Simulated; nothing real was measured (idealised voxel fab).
process module | voxel gate over fins
cross-section cut | 155 nm wide | cells 5 nm
A cross-section is a grid of square cells, given in bands from the top down. A band is one or more rows of cells.
Each band's line starts with the height of the band's top and of its bottom, in nm. Then come its materials from left to right, each with its width in nm. One material with "throughout" fills the band from edge to edge. "air" is empty space.
Height 0 is the level under which the wafer as received is all one material. The lowest band goes on downwards, as in "0 down".
A width such as "30 to 40" changes by the same amount from each row of cells to the next, from the band's top row to its bottom row.
"no change" after a step means that no cell of the cross-section changed.
closed voids: empty space of 8 cells or more with no open way to the top, each as width x height at its distance from the left edge, in nm
after a step's settings: what the simulator itself notes on the step
overlay nm, on a step with a mask: how far to the right of its planned place the mask lay; to the left if negative
plan
1 op RECEIVE | material Si
2 op CONFORMAL_DEP | material SiN | thk nm 10
3 op MASKED_ETCH | tone cover | mask id FINS | width nm 15 | pitch nm 40 | etch materials SiN | depth nm 10 | overlay nm 0
4 op MASKED_ETCH | tone cover | mask id FINS | width nm 15 | pitch nm 40 | etch materials Si | depth nm 40 | overlay nm 0
5 op OXIDIZE | depth nm 5
6 op FILL_DEP | material SiO2 | thk nm 10
7 op CMP | height nm 10
8 op SELECTIVE_ETCH | etch materials SiO2 | depth nm 25
9 op STRIP | etch materials SiN
10 op CONFORMAL_DEP | material HfO2 | thk nm 5
11 op CONFORMAL_DEP | material TiN | thk nm 5
12 op CONFORMAL_DEP | material TiAl | thk nm 5
13 op CONFORMAL_DEP | material TiN | thk nm 5
14 op FILL_DEP | material W | thk nm 10
15 op CMP | height nm 25
16 op CONFORMAL_DEP | material SiCN | thk nm 5
as received, after step 1
  0 down: Si throughout
  closed voids: none
first wafer at the end, as planned
  30 to 25: SiCN throughout
  25 to 20: W throughout
  20 to 15: W 35 | TiN 85 | W 35
  15 to 10: W 35 | TiN 5 | TiAl 35 | TiN 5 | TiAl 35 | TiN 5 | W 35
  10 to 5: W 35 | TiN 5 | TiAl 5 | TiN 25 | TiAl 5 | TiN 5 | TiAl 5 | TiN 25 | TiAl 5 | TiN 5 | W 35
  5 to 0: TiN 40 | TiAl 5 | TiN 5 | HfO2 15 | TiN 5 | TiAl 5 | TiN 5 | TiAl 5 | TiN 5 | HfO2 15 | TiN 5 | TiAl 5 | TiN 40
  0 to -5: TiAl 45 | TiN 5 | HfO2 5 | Si 5 | HfO2 5 | TiN 5 | TiAl 15 | TiN 5 | HfO2 5 | Si 5 | HfO2 5 | TiN 5 | TiAl 45
  -5 to -10: TiN 50 | HfO2 5 | Si 5 | HfO2 5 | TiN 25 | HfO2 5 | Si 5 | HfO2 5 | TiN 50
  -10 to -15: HfO2 55 | Si 5 | HfO2 35 | Si 5 | HfO2 55
  -15 to -45: SiO2 55 | Si 5 | SiO2 35 | Si 5 | SiO2 55
  -45 down: Si throughout
  closed voids: none
second wafer at the end: like start, like plan, one mistake
  30 to 25: SiCN throughout
  25 to 20: W throughout
  20 to 15: TiN throughout
  15 to 10: TiAl throughout
  10 to 5: TiN 55 | TiAl 5 | TiN 35 | TiAl 5 | TiN 55
  5 to 0: HfO2 50 | TiN 15 | HfO2 25 | TiN 15 | HfO2 50
  0 to -5: Si 45 | HfO2 25 | Si 15 | HfO2 25 | Si 45
  -5 down: Si throughout
  closed voids: none
what went wrong: step 3 ran as: op MASKED_ETCH | tone open | mask id FINS | width nm 15 | pitch nm 40 | etch materials SiN | depth nm 10 | overlay nm 0
at the end the second wafer has, in cells: 8 fewer of HfO2 | 251 more of Si | 174 fewer of SiO2 | 10 fewer of TiAl | 17 fewer of TiN | 42 fewer of W
